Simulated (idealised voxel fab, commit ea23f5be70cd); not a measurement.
The following process module bears the name voxel double patterning.
Displayed cross-section: cut, width of 190 nm, square cells sized 5 nm.
This document writes a cross-section as a grid whose cells are square, and gives it as bands, listed from the top down; one or more rows of cells form a band. Heads up on the band format: heights come first, top then bottom, in nm. After that it's the materials left to right, each with its width in nm. A single material flagged "edge to edge" fills the whole band edge to edge, and "empty" means there's empty space there. Heights are expressed relative to 0, this being the level below which the as-received wafer comprises one material exclusively. The lowest band is unbounded in the downward direction and is denoted as in "0..down". The two numbers in a width such as "30..40" mark its ends across the band: the first belongs to the top row of cells, the second to the bottom row, and from each row to the next the width moves by the same amount. "remained the same" means the step left every cell of the cross-section as it was. The list in "Listed closed voids" covers empty spaces of 8 cells or more that cannot reach the top through any open way, and it gives each as width x height at distance; the distance is from the left edge, and width, height and distance are in nm. On each step's line, the part that comes after the settings is the simulator's own comment on the step. "overlay nm" answers the question of how far to the right of plan the mask lay on a step that has a mask, and when it is negative the answer is to the left.

**Process steps - plan**
1: RECEIVE: material Si
2: CONFORMAL_DEP: material SiO2, thk nm 10
3: DIRECTIONAL_DEP: material polySi, thk nm 15
4: DIRECTIONAL_DEP: material SiN, thk nm 5
5: DIRECTIONAL_DEP: material aC, thk nm 10
6: PATTERN: tone open, mask id FIRST, material resist, width nm 15, pitch nm 50, thk nm 30, overlay nm 0
7: DIRECTIONAL_ETCH: etch materials aC, depth nm 10
8: STRIP: etch materials resist
9: DIRECTIONAL_ETCH: etch materials SiN, depth nm 5
10: STRIP: etch materials aC
11: MASKED_ETCH: tone open, mask id SECOND, width nm 15, pitch nm 50, etch materials SiN, depth nm 5, overlay nm 0
12: DIRECTIONAL_ETCH: etch materials polySi, depth nm 15
13: STRIP: etch materials SiN

**As-received wafer cross-section (after step 1)**
	0..down | Si edge to edge
	Listed closed voids: none

**End state of the module in cross-section, given the above starting point and plan and one mistake in execution**
	25..10 | polySi: 35  empty: 15  polySi: 10  empty: 15  polySi: 10  empty: 15  polySi: 10  empty: 15  polySi: 10  empty: 15  polySi: 40
	10..0 | aC edge to edge
	0..down | Si edge to edge
	Listed closed voids: none
Heads up, the wafer didn't run the way we planned it: step 2 changed vs plan, executed as CONFORMAL_DEP: material aC, thk nm 10
